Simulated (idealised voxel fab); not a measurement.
Herein follows the process module entitled voxel gate over fins.
FYI the section here is cut, 295 nm wide, cells are 5 nm squares.
When this document writes out a cross-section, it uses a grid of square cells and lists it as bands, beginning at the top and moving down, with a band standing for one or more rows of cells. Per band: top height and bottom height in nm, followed by the left-to-right materials and their widths in nm; "full width" marks a single material spanning edge to edge, "empty" marks empty space. Heads up on the height convention: 0 is the point under which the incoming wafer is all one material, and the lowest band has no bottom, it just keeps going down, like "0..down". Width "30->40": first value at the band's top row of cells, second value at its bottom row, equal change from row to row. Where the words "remained the same" appear for a step, the cross-section shows no cell changed by that step; every cell remained as before. Any empty space of 8 cells or more lacking an open way to the top shows up in "Closed void table" as width x height at distance, distance from the left edge, in nm. Anything after a step's settings on that line? It's the simulator's own note about the step. Regarding "overlay nm": on a step with a mask, it is the distance the mask lay to the right of its planned place; a negative value places it to the left.
Process steps (planned):
1: RECEIVE, material Si
2: CONFORMAL_DEP, material SiN, thk nm 5
3: PATTERN, tone cover, mask id FINS, material resist, width nm 15, pitch nm 35, thk nm 15, overlay nm 0
4: DIRECTIONAL_ETCH, etch materials SiN, depth nm 5
5: DIRECTIONAL_ETCH, etch materials Si, depth nm 40
6: STRIP, etch materials resist
7: FILL_DEP, material SiO2, thk nm 5
8: CMP, height nm 5
9: SELECTIVE_ETCH, etch materials SiO2, depth nm 20
10: STRIP, etch materials SiN
11: CONFORMAL_DEP, material HfO2, thk nm 5
12: CONFORMAL_DEP, material TiN, thk nm 5
13: CONFORMAL_DEP, material TiAl, thk nm 5
14: CONFORMAL_DEP, material TiN, thk nm 5
15: FILL_DEP, material W, thk nm 15
16: CMP, height nm 30
17: CONFORMAL_DEP, material SiCN, thk nm 10
First of two wafers - as planned:
Cross-section: wafer on arrival = after step 1:
- 0..down = Si full width
- Closed void table: none
Step 2 complete: cross-section through the wafer:
- 5..0 = SiN full width
- Below 0, no change.
Step 3 complete: cross-section through the wafer:
- 20..5 = empty 85 nm / resist 15 nm / empty 20 nm / resist 15 nm / empty 20 nm / resist 15 nm / empty 20 nm / resist 15 nm / empty 90 nm
- Below 5, no change.
Step 4 complete: cross-section through the wafer:
- 20..5 = empty 85 nm / resist 15 nm / empty 20 nm / resist 15 nm / empty 20 nm / resist 15 nm / empty 20 nm / resist 15 nm / empty 90 nm
- 5..0 = empty 85 nm / SiN 15 nm / empty 20 nm / SiN 15 nm / empty 20 nm / SiN 15 nm / empty 20 nm / SiN 15 nm / empty 90 nm
- Below 0, no change.
Step 5 complete: cross-section through the wafer:
- 20..5 = empty 85 nm / resist 15 nm / empty 20 nm / resist 15 nm / empty 20 nm / resist 15 nm / empty 20 nm / resist 15 nm / empty 90 nm
- 5..0 = empty 85 nm / SiN 15 nm / empty 20 nm / SiN 15 nm / empty 20 nm / SiN 15 nm / empty 20 nm / SiN 15 nm / empty 90 nm
- 0..-40 = empty 85 nm / Si 15 nm / empty 20 nm / Si 15 nm / empty 20 nm / Si 15 nm / empty 20 nm / Si 15 nm / empty 90 nm
- Below -40, no change.
Step 6 complete: cross-section through the wafer:
- 5..0 = empty 85 nm / SiN 15 nm / empty 20 nm / SiN 15 nm / empty 20 nm / SiN 15 nm / empty 20 nm / SiN 15 nm / empty 90 nm
- Below 0, no change.
Step 7 complete: cross-section through the wafer:
- 10..5 = SiO2 full width
- 5..0 = SiO2 85 nm / SiN 15 nm / SiO2 20 nm / SiN 15 nm / SiO2 20 nm / SiN 15 nm / SiO2 20 nm / SiN 15 nm / SiO2 90 nm
- 0..-40 = SiO2 85 nm / Si 15 nm / SiO2 20 nm / Si 15 nm / SiO2 20 nm / Si 15 nm / SiO2 20 nm / Si 15 nm / SiO2 90 nm
- Below -40, no change.
Step 8 complete: cross-section through the wafer:
- 5..0 = SiO2 85 nm / SiN 15 nm / SiO2 20 nm / SiN 15 nm / SiO2 20 nm / SiN 15 nm / SiO2 20 nm / SiN 15 nm / SiO2 90 nm
- Below 0, no change.
Step 9 complete: cross-section through the wafer:
- 5..0 = empty 85 nm / SiN 15 nm / empty 20 nm / SiN 15 nm / empty 20 nm / SiN 15 nm / empty 20 nm / SiN 15 nm / empty 90 nm
- 0..-15 = empty 85 nm / Si 15 nm / empty 20 nm / Si 15 nm / empty 20 nm / Si 15 nm / empty 20 nm / Si 15 nm / empty 90 nm
- Below -15, no change.
Step 10 complete: cross-section through the wafer:
- 0..-15 = empty 85 nm / Si 15 nm / empty 20 nm / Si 15 nm / empty 20 nm / Si 15 nm / empty 20 nm / Si 15 nm / empty 90 nm
- Below -15, no change.
Step 11 complete: cross-section through the wafer:
- 5..0 = empty 80 nm / HfO2 25 nm / empty 10 nm / HfO2 25 nm / empty 10 nm / HfO2 25 nm / empty 10 nm / HfO2 25 nm / empty 85 nm
- 0..-10 = empty 80 nm / HfO2 5 nm / Si 15 nm / HfO2 5 nm / empty 10 nm / HfO2 5 nm / Si 15 nm / HfO2 5 nm / empty 10 nm / HfO2 5 nm / Si 15 nm / HfO2 5 nm / empty 10 nm / HfO2 5 nm / Si 15 nm / HfO2 5 nm / empty 85 nm
- -10..-15 = HfO2 85 nm / Si 15 nm / HfO2 20 nm / Si 15 nm / HfO2 20 nm / Si 15 nm / HfO2 20 nm / Si 15 nm / HfO2 90 nm
- Below -15, no change.
Step 12 complete: cross-section through the wafer:
- 10..5 = empty 75 nm / TiN 140 nm / empty 80 nm
- 5..0 = empty 75 nm / TiN 5 nm / HfO2 25 nm / TiN 10 nm / HfO2 25 nm / TiN 10 nm / HfO2 25 nm / TiN 10 nm / HfO2 25 nm / TiN 5 nm / empty 80 nm
- 0..-5 = empty 75 nm / TiN 5 nm / HfO2 5 nm / Si 15 nm / HfO2 5 nm / TiN 10 nm / HfO2 5 nm / Si 15 nm / HfO2 5 nm / TiN 10 nm / HfO2 5 nm / Si 15 nm / HfO2 5 nm / TiN 10 nm / HfO2 5 nm / Si 15 nm / HfO2 5 nm / TiN 5 nm / empty 80 nm
- -5..-10 = TiN 80 nm / HfO2 5 nm / Si 15 nm / HfO2 5 nm / TiN 10 nm / HfO2 5 nm / Si 15 nm / HfO2 5 nm / TiN 10 nm / HfO2 5 nm / Si 15 nm / HfO2 5 nm / TiN 10 nm / HfO2 5 nm / Si 15 nm / HfO2 5 nm / TiN 85 nm
- Below -10, no change.
Step 13 complete: cross-section through the wafer:
- 15..10 = empty 70 nm / TiAl 150 nm / empty 75 nm
- 10..5 = empty 70 nm / TiAl 5 nm / TiN 140 nm / TiAl 5 nm / empty 75 nm
- 5..0 = empty 70 nm / TiAl 5 nm / TiN 5 nm / HfO2 25 nm / TiN 10 nm / HfO2 25 nm / TiN 10 nm / HfO2 25 nm / TiN 10 nm / HfO2 25 nm / TiN 5 nm / TiAl 5 nm / empty 75 nm
- 0..-5 = TiAl 75 nm / TiN 5 nm / HfO2 5 nm / Si 15 nm / HfO2 5 nm / TiN 10 nm / HfO2 5 nm / Si 15 nm / HfO2 5 nm / TiN 10 nm / HfO2 5 nm / Si 15 nm / HfO2 5 nm / TiN 10 nm / HfO2 5 nm / Si 15 nm / HfO2 5 nm / TiN 5 nm / TiAl 80 nm
- Below -5, no change.
Step 14 complete: cross-section through the wafer:
- 20..15 = empty 65 nm / TiN 160 nm / empty 70 nm
- 15..10 = empty 65 nm / TiN 5 nm / TiAl 150 nm / TiN 5 nm / empty 70 nm
- 10..5 = empty 65 nm / TiN 5 nm / TiAl 5 nm / TiN 140 nm / TiAl 5 nm / TiN 5 nm / empty 70 nm
- 5..0 = TiN 70 nm / TiAl 5 nm / TiN 5 nm / HfO2 25 nm / TiN 10 nm / HfO2 25 nm / TiN 10 nm / HfO2 25 nm / TiN 10 nm / HfO2 25 nm / TiN 5 nm / TiAl 5 nm / TiN 75 nm
- Below 0, no change.
Step 15 complete: cross-section through the wafer:
- 35..20 = W full width
- 20..15 = W 65 nm / TiN 160 nm / W 70 nm
- 15..10 = W 65 nm / TiN 5 nm / TiAl 150 nm / TiN 5 nm / W 70 nm
- 10..5 = W 65 nm / TiN 5 nm / TiAl 5 nm / TiN 140 nm / TiAl 5 nm / TiN 5 nm / W 70 nm
- Below 5, no change.
Step 16 complete: cross-section through the wafer:
- 30..20 = W full width
- Below 20, no change.
Step 17 complete: cross-section through the wafer:
- 40..30 = SiCN full width
- Below 30, no change.
Second of two: same start, same plan, one run error; steps up to and including 8 match the first:
Here is the second wafer in cross-section at the point where step 9 of the plan should have been done:
- 5..0 = empty 85 nm / SiN 15 nm / empty 20 nm / SiN 15 nm / empty 20 nm / SiN 15 nm / empty 20 nm / SiN 15 nm / empty 90 nm
- 0..-35 = empty 85 nm / Si 15 nm / empty 20 nm / Si 15 nm / empty 20 nm / Si 15 nm / empty 20 nm / Si 15 nm / empty 90 nm
- Below -35, no change.
Here is the second wafer in cross-section at the point where step 10 of the plan should have been done:
- 0..-35 = empty 85 nm / Si 15 nm / empty 20 nm / Si 15 nm / empty 20 nm / Si 15 nm / empty 20 nm / Si 15 nm / empty 90 nm
- Below -35, no change.
Here is the second wafer in cross-section at the point where step 11 of the plan should have been done:
- 5..0 = empty 80 nm / HfO2 25 nm / empty 10 nm / HfO2 25 nm / empty 10 nm / HfO2 25 nm / empty 10 nm / HfO2 25 nm / empty 85 nm
- 0..-30 = empty 80 nm / HfO2 5 nm / Si 15 nm / HfO2 5 nm / empty 10 nm / HfO2 5 nm / Si 15 nm / HfO2 5 nm / empty 10 nm / HfO2 5 nm / Si 15 nm / HfO2 5 nm / empty 10 nm / HfO2 5 nm / Si 15 nm / HfO2 5 nm / empty 85 nm
- -30..-35 = HfO2 85 nm / Si 15 nm / HfO2 20 nm / Si 15 nm / HfO2 20 nm / Si 15 nm / HfO2 20 nm / Si 15 nm / HfO2 90 nm
- Below -35, no change.
Here is the second wafer in cross-section at the point where step 12 of the plan should have been done:
- 10..5 = empty 75 nm / TiN 140 nm / empty 80 nm
- 5..0 = empty 75 nm / TiN 5 nm / HfO2 25 nm / TiN 10 nm / HfO2 25 nm / TiN 10 nm / HfO2 25 nm / TiN 10 nm / HfO2 25 nm / TiN 5 nm / empty 80 nm
- 0..-25 = empty 75 nm / TiN 5 nm / HfO2 5 nm / Si 15 nm / HfO2 5 nm / TiN 10 nm / HfO2 5 nm / Si 15 nm / HfO2 5 nm / TiN 10 nm / HfO2 5 nm / Si 15 nm / HfO2 5 nm / TiN 10 nm / HfO2 5 nm / Si 15 nm / HfO2 5 nm / TiN 5 nm / empty 80 nm
- -25..-30 = TiN 80 nm / HfO2 5 nm / Si 15 nm / HfO2 5 nm / TiN 10 nm / HfO2 5 nm / Si 15 nm / HfO2 5 nm / TiN 10 nm / HfO2 5 nm / Si 15 nm / HfO2 5 nm / TiN 10 nm / HfO2 5 nm / Si 15 nm / HfO2 5 nm / TiN 85 nm
- Below -30, no change.
Here is the second wafer in cross-section at the point where step 13 of the plan should have been done:
- 15..10 = empty 70 nm / TiAl 150 nm / empty 75 nm
- 10..5 = empty 70 nm / TiAl 5 nm / TiN 140 nm / TiAl 5 nm / empty 75 nm
- 5..0 = empty 70 nm / TiAl 5 nm / TiN 5 nm / HfO2 25 nm / TiN 10 nm / HfO2 25 nm / TiN 10 nm / HfO2 25 nm / TiN 10 nm / HfO2 25 nm / TiN 5 nm / TiAl 5 nm / empty 75 nm
- 0..-20 = empty 70 nm / TiAl 5 nm / TiN 5 nm / HfO2 5 nm / Si 15 nm / HfO2 5 nm / TiN 10 nm / HfO2 5 nm / Si 15 nm / HfO2 5 nm / TiN 10 nm / HfO2 5 nm / Si 15 nm / HfO2 5 nm / TiN 10 nm / HfO2 5 nm / Si 15 nm / HfO2 5 nm / TiN 5 nm / TiAl 5 nm / empty 75 nm
- -20..-25 = TiAl 75 nm / TiN 5 nm / HfO2 5 nm / Si 15 nm / HfO2 5 nm / TiN 10 nm / HfO2 5 nm / Si 15 nm / HfO2 5 nm / TiN 10 nm / HfO2 5 nm / Si 15 nm / HfO2 5 nm / TiN 10 nm / HfO2 5 nm / Si 15 nm / HfO2 5 nm / TiN 5 nm / TiAl 80 nm
- Below -25, no change.
Here is the second wafer in cross-section at the point where step 14 of the plan should have been done:
- 20..15 = empty 65 nm / TiN 160 nm / empty 70 nm
- 15..10 = empty 65 nm / TiN 5 nm / TiAl 150 nm / TiN 5 nm / empty 70 nm
- 10..5 = empty 65 nm / TiN 5 nm / TiAl 5 nm / TiN 140 nm / TiAl 5 nm / TiN 5 nm / empty 70 nm
- 5..0 = empty 65 nm / TiN 5 nm / TiAl 5 nm / TiN 5 nm / HfO2 25 nm / TiN 10 nm / HfO2 25 nm / TiN 10 nm / HfO2 25 nm / TiN 10 nm / HfO2 25 nm / TiN 5 nm / TiAl 5 nm / TiN 5 nm / empty 70 nm
- 0..-15 = empty 65 nm / TiN 5 nm / TiAl 5 nm / TiN 5 nm / HfO2 5 nm / Si 15 nm / HfO2 5 nm / TiN 10 nm / HfO2 5 nm / Si 15 nm / HfO2 5 nm / TiN 10 nm / HfO2 5 nm / Si 15 nm / HfO2 5 nm / TiN 10 nm / HfO2 5 nm / Si 15 nm / HfO2 5 nm / TiN 5 nm / TiAl 5 nm / TiN 5 nm / empty 70 nm
- -15..-20 = TiN 70 nm / TiAl 5 nm / TiN 5 nm / HfO2 5 nm / Si 15 nm / HfO2 5 nm / TiN 10 nm / HfO2 5 nm / Si 15 nm / HfO2 5 nm / TiN 10 nm / HfO2 5 nm / Si 15 nm / HfO2 5 nm / TiN 10 nm / HfO2 5 nm / Si 15 nm / HfO2 5 nm / TiN 5 nm / TiAl 5 nm / TiN 75 nm
- Below -20, no change.
Here is the second wafer in cross-section at the point where step 15 of the plan should have been done:
- 35..20 = W full width
- 20..15 = W 65 nm / TiN 160 nm / W 70 nm
- 15..10 = W 65 nm / TiN 5 nm / TiAl 150 nm / TiN 5 nm / W 70 nm
- 10..5 = W 65 nm / TiN 5 nm / TiAl 5 nm / TiN 140 nm / TiAl 5 nm / TiN 5 nm / W 70 nm
- 5..0 = W 65 nm / TiN 5 nm / TiAl 5 nm / TiN 5 nm / HfO2 25 nm / TiN 10 nm / HfO2 25 nm / TiN 10 nm / HfO2 25 nm / TiN 10 nm / HfO2 25 nm / TiN 5 nm / TiAl 5 nm / TiN 5 nm / W 70 nm
- 0..-15 = W 65 nm / TiN 5 nm / TiAl 5 nm / TiN 5 nm / HfO2 5 nm / Si 15 nm / HfO2 5 nm / TiN 10 nm / HfO2 5 nm / Si 15 nm / HfO2 5 nm / TiN 10 nm / HfO2 5 nm / Si 15 nm / HfO2 5 nm / TiN 10 nm / HfO2 5 nm / Si 15 nm / HfO2 5 nm / TiN 5 nm / TiAl 5 nm / TiN 5 nm / W 70 nm
- Below -15, no change.
Here is the second wafer in cross-section at the point where step 16 of the plan should have been done:
- 30..20 = W full width
- Below 20, no change.
Here is the second wafer in cross-section at the point where step 17 of the plan should have been done:
- 40..30 = SiCN full width
- Below 30, no change.
Nonconformance to the process plan: step 9 of the plan was carried out twice
at the end the second wafer has, in cells: HfO2: 32 more; SiO2: 188 fewer; TiAl: 8 more; TiN: 40 more; W: 108 more
